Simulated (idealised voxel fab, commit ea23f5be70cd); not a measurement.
process module | voxel wiring stack
cross-section cut | 205 nm wide | cells 5 nm
A cross-section is a grid of square cells, given in bands from the top down. A band is one or more rows of cells.
Each band's line starts with the height of the band's top and of its bottom, in nm. Then come its materials from left to right, each with its width in nm. One material with "throughout" fills the band from edge to edge. "air" is empty space.
Height 0 is the level under which the wafer as received is all one material. The lowest band goes on downwards, as in "0 down".
A width such as "30 to 40" changes by the same amount from each row of cells to the next, from the band's top row to its bottom row.
"no change" after a step means that no cell of the cross-section changed.
closed voids: empty space of 8 cells or more with no open way to the top, each as width x height at its distance from the left edge, in nm
after a step's settings: what the simulator itself notes on the step
overlay nm, on a step with a mask: how far to the right of its planned place the mask lay; to the left if negative
plan
1 op RECEIVE | material Si
2 op CONFORMAL_DEP | material SiO2 | thk nm 10
3 op CONFORMAL_DEP | material SiCN | thk nm 5
4 op DIRECTIONAL_DEP | material lowk | thk nm 25
5 op DIRECTIONAL_DEP | material aC | thk nm 15
6 op PATTERN | tone open | mask id METAL_1 | material resist | width nm 20 | pitch nm 45 | thk nm 35 | overlay nm 0
7 op DIRECTIONAL_ETCH | etch materials aC | depth nm 15
8 op STRIP | etch materials resist
9 op DIRECTIONAL_ETCH | etch materials lowk | depth nm 25
10 op DIRECTIONAL_ETCH | etch materials SiCN | depth nm 5
11 op STRIP | etch materials aC
12 op CONFORMAL_DEP | material TiN | thk nm 5
13 op FILL_DEP | material Ru | thk nm 5
14 op CMP | height nm 40
15 op CONFORMAL_DEP | material SiCN | thk nm 5
16 op DIRECTIONAL_DEP | material lowk | thk nm 15
17 op DIRECTIONAL_DEP | material aC | thk nm 10
18 op PATTERN | tone open | mask id PLUG_1 | material resist | width nm 15 | thk nm 25 | overlay nm -15
19 op DIRECTIONAL_ETCH | etch materials aC | depth nm 10
20 op STRIP | etch materials resist
21 op DIRECTIONAL_ETCH | etch materials lowk | depth nm 15
22 op DIRECTIONAL_ETCH | etch materials SiCN | depth nm 5
23 op STRIP | etch materials aC
24 op CONFORMAL_DEP | material TiN | thk nm 5
25 op FILL_DEP | material Ru | thk nm 10
26 op CMP | height nm 60
27 op DIRECTIONAL_DEP | material TiN | thk nm 5
28 op DIRECTIONAL_DEP | material Ru | thk nm 20
29 op DIRECTIONAL_DEP | material aC | thk nm 10
30 op PATTERN | tone cover | mask id METAL_2 | material resist | width nm 20 | pitch nm 45 | thk nm 25 | overlay nm 0
31 op DIRECTIONAL_ETCH | etch materials aC | depth nm 10
32 op STRIP | etch materials resist
33 op DIRECTIONAL_ETCH | etch materials Ru | depth nm 20
34 op DIRECTIONAL_ETCH | etch materials TiN | depth nm 5
35 op STRIP | etch materials aC
36 op CONFORMAL_DEP | material SiCN | thk nm 5
37 op FILL_DEP | material lowk | thk nm 5
38 op CMP | height nm 85
39 op CONFORMAL_DEP | material SiCN | thk nm 5
40 op DIRECTIONAL_DEP | material lowk | thk nm 10
41 op PATTERN | tone open | mask id PLUG_2 | material resist | width nm 15 | pitch nm 45 | thk nm 15 | overlay nm 0
42 op DIRECTIONAL_ETCH | etch materials lowk | depth nm 10
43 op DIRECTIONAL_ETCH | etch materials SiCN | depth nm 5
44 op STRIP | etch materials resist
45 op CONFORMAL_DEP | material TiN | thk nm 5
46 op FILL_DEP | material Cu | thk nm 5
47 op CMP | height nm 100
48 op DIRECTIONAL_DEP | material TiN | thk nm 5
49 op DIRECTIONAL_DEP | material Ru | thk nm 15
50 op DIRECTIONAL_DEP | material aC | thk nm 15
51 op PATTERN | tone cover | mask id METAL_3 | material resist | width nm 20 | pitch nm 45 | thk nm 30 | overlay nm 0
52 op DIRECTIONAL_ETCH | etch materials aC | depth nm 15
53 op STRIP | etch materials resist
54 op DIRECTIONAL_ETCH | etch materials Ru | depth nm 15
55 op DIRECTIONAL_ETCH | etch materials TiN | depth nm 5
56 op STRIP | etch materials aC
57 op FILL_DEP | material lowk | thk nm 5
58 op CMP | height nm 120
59 op CONFORMAL_DEP | material SiN | thk nm 5
varied across the wafers: overlay nm of step 18. The plan shows the first wafer's value. All wafers start alike
first wafer as received, after step 1
  0 down: Si throughout
  closed voids: none
first wafer at the end, after step 59
  125 to 120: SiN throughout
  120 to 105: lowk 70 | Ru 20 | lowk 25 | Ru 20 | lowk 70
  105 to 100: lowk 70 | TiN 20 | lowk 25 | TiN 20 | lowk 70
  100 to 90: lowk 70 | TiN 5 | Cu 5 | TiN 5 | lowk 30 | TiN 5 | Cu 5 | TiN 5 | lowk 75
  90 to 85: SiCN 70 | TiN 15 | SiCN 30 | TiN 15 | SiCN 75
  85 to 65: lowk 65 | SiCN 5 | Ru 20 | SiCN 5 | lowk 15 | SiCN 5 | Ru 20 | SiCN 5 | lowk 65
  65 to 60: SiCN 70 | TiN 20 | SiCN 25 | TiN 20 | SiCN 70
  60 to 45: lowk 55 | TiN 5 | Ru 5 | TiN 5 | lowk 135
  45 to 40: SiCN 55 | TiN 15 | SiCN 135
  40 to 15: lowk 70 | TiN 5 | Ru 10 | TiN 5 | lowk 25 | TiN 5 | Ru 10 | TiN 5 | lowk 70
  15 to 10: SiCN 70 | TiN 20 | SiCN 25 | TiN 20 | SiCN 70
  10 to 0: SiO2 throughout
  0 down: Si throughout
  closed voids: none
last wafer at the end
  125 to 120: SiN throughout
  120 to 105: lowk 70 | Ru 20 | lowk 25 | Ru 20 | lowk 70
  105 to 100: lowk 70 | TiN 20 | lowk 25 | TiN 20 | lowk 70
  100 to 90: lowk 70 | TiN 5 | Cu 5 | TiN 5 | lowk 30 | TiN 5 | Cu 5 | TiN 5 | lowk 75
  90 to 85: SiCN 70 | TiN 15 | SiCN 30 | TiN 15 | SiCN 75
  85 to 65: lowk 65 | SiCN 5 | Ru 20 | SiCN 5 | lowk 15 | SiCN 5 | Ru 20 | SiCN 5 | lowk 65
  65 to 60: SiCN 70 | TiN 20 | SiCN 25 | TiN 20 | SiCN 70
  60 to 45: lowk 85 | TiN 5 | Ru 5 | TiN 5 | lowk 105
  45 to 40: SiCN 85 | TiN 15 | SiCN 105
  40 to 15: lowk 70 | TiN 5 | Ru 10 | TiN 5 | lowk 25 | TiN 5 | Ru 10 | TiN 5 | lowk 70
  15 to 10: SiCN 70 | TiN 20 | SiCN 25 | TiN 20 | SiCN 70
  10 to 0: SiO2 throughout
  0 down: Si throughout
  closed voids: none
each wafer at the end: cells of each material gained (+) or lost (-) since it was received, then its closed voids
overlay nm -15 | +4 Cu | +79 Ru | +155 SiCN | +41 SiN | +82 SiO2 | +67 TiN | +597 lowk | closed voids: none
overlay nm -10 | +4 Cu | +79 Ru | +155 SiCN | +41 SiN | +82 SiO2 | +67 TiN | +597 lowk | closed voids: none
overlay nm -5 | +4 Cu | +79 Ru | +155 SiCN | +41 SiN | +82 SiO2 | +67 TiN | +597 lowk | closed voids: none
overlay nm 0 | +4 Cu | +79 Ru | +155 SiCN | +41 SiN | +82 SiO2 | +67 TiN | +597 lowk | closed voids: none
overlay nm 5 | +4 Cu | +79 Ru | +155 SiCN | +41 SiN | +82 SiO2 | +67 TiN | +597 lowk | closed voids: none
overlay nm 10 | +4 Cu | +79 Ru | +155 SiCN | +41 SiN | +82 SiO2 | +67 TiN | +597 lowk | closed voids: none
overlay nm 15 | +4 Cu | +79 Ru | +155 SiCN | +41 SiN | +82 SiO2 | +67 TiN | +597 lowk | closed voids: none
